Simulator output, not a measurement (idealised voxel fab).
A process module follows: voxel capacitor over wiring.
The cross-section shown here is cut; it is 140 nm wide and divided into square cells measuring 5 nm on a side.
The cross-sections in this document take the form of a grid made of square cells. They are written out as bands, in order from top to bottom. Each band consists of one or more rows of cells.
Per band: top height and bottom height in nm, followed by the left-to-right materials and their widths in nm; "everywhere" marks a single material spanning edge to edge, "air" marks empty space.
The reference from which all heights are counted is 0, the level beneath which the as-received wafer is entirely one material; the lowest band, having no lower bound, proceeds downward and is written after the example "top 0, no bottom".
So if you see something like "30 to 40" for the width, read it as the top row of the band sitting at the first number and the bottom row at the second, with every row in between moving by the same amount as the last.
"left unchanged" means the step left every cell of the cross-section as it was.
Each empty space that has no open way to the top and spans at least 8 cells appears under "Closed empty spaces" as width x height at distance, the distance counted from the left edge, all in nm.
Post-settings text on a step line: simulator's own remark regarding the step.
overlay nm: mask offset rightward from planned place, masked step; negative means leftward offset.

LISTED BELOW ARE THE PROCESS STEPS AS PLANNED
1 RECEIVE, material Si
2 CONFORMAL_DEP, material SiO2, thk nm 15
3 DIRECTIONAL_DEP, material TiN, thk nm 5
4 DIRECTIONAL_DEP, material Ru, thk nm 15
5 PATTERN, tone cover, mask id METAL_1, material resist, width nm 25, pitch nm 85, thk nm 15, overlay nm 0
6 DIRECTIONAL_ETCH, etch materials Ru, depth nm 15
7 DIRECTIONAL_ETCH, etch materials TiN, depth nm 5
8 STRIP, etch materials resist
9 FILL_DEP, material lowk, thk nm 10
10 CMP, height nm 35
11 CONFORMAL_DEP, material SiCN, thk nm 5
12 DIRECTIONAL_DEP, material lowk, thk nm 10
13 PATTERN, tone open, mask id PLUG_1, material resist, width nm 15, thk nm 15, overlay nm 0
14 DIRECTIONAL_ETCH, etch materials lowk, depth nm 20
15 DIRECTIONAL_ETCH, etch materials SiCN, depth nm 5
16 STRIP, etch materials resist
17 EPI, material Ru, thk nm 10
18 EPI, material Ru, thk nm 10
19 EPI, material Ru, thk nm 5
20 DIRECTIONAL_DEP, material TiN, thk nm 10
21 DIRECTIONAL_DEP, material SiN, thk nm 5
22 DIRECTIONAL_DEP, material TiN, thk nm 5
23 MASKED_ETCH, tone cover, mask id UPPER_PLATE, width nm 65, etch materials TiN, depth nm 5, overlay nm 0
24 MASKED_ETCH, tone cover, mask id UPPER_PLATE, width nm 65, etch materials SiN, depth nm 5, overlay nm 0
25 MASKED_ETCH, tone cover, mask id LOWER_PLATE, width nm 75, etch materials TiN, depth nm 10, overlay nm 0
26 FILL_DEP, material SiO2, thk nm 15
27 CMP, height nm 90
28 MASKED_ETCH, tone open, mask id PLUG_2, width nm 15, etch materials SiO2, depth nm 10, overlay nm 0
29 CONFORMAL_DEP, material TiN, thk nm 5
30 FILL_DEP, material Ru, thk nm 10
31 CMP, height nm 90
32 CONFORMAL_DEP, material SiCN, thk nm 5
The plan's step 12 thk nm is the first wafer's value; the wafers differ in this setting and start identical.

SECTIONAL VIEW: FIRST OF SEVERAL WAFERS, AS RECEIVED, AFTER STEP 1
- top 0, no bottom = Si everywhere
- Closed empty spaces: none

TABLE: WAFERS, A ROW EACH; END-OF-MODULE CELL CHANGE PER MATERIAL SINCE RECEIPT, GAIN (+), LOSS (-); THEN CLOSED VOIDS
thk nm 10 | +54 Ru | +53 SiCN | +13 SiN | +232 SiO2 | +58 TiN | +122 lowk | Closed empty spaces: none
thk nm 15 | +48 Ru | +53 SiCN | +13 SiN | +213 SiO2 | +58 TiN | +147 lowk | Closed empty spaces: none
thk nm 20 | +46 Ru | +53 SiCN | +13 SiN | +190 SiO2 | +58 TiN | +172 lowk | Closed empty spaces: none
thk nm 25 | +30 Ru | +56 SiCN | +13 SiN | +176 SiO2 | +57 TiN | +200 lowk | Closed empty spaces: none
thk nm 30 | +30 Ru | +56 SiCN | +13 SiN | +150 SiO2 | +55 TiN | +228 lowk | Closed empty spaces: none
thk nm 35 | +30 Ru | +56 SiCN | +13 SiN | +132 SiO2 | +45 TiN | +256 lowk | Closed empty spaces: none
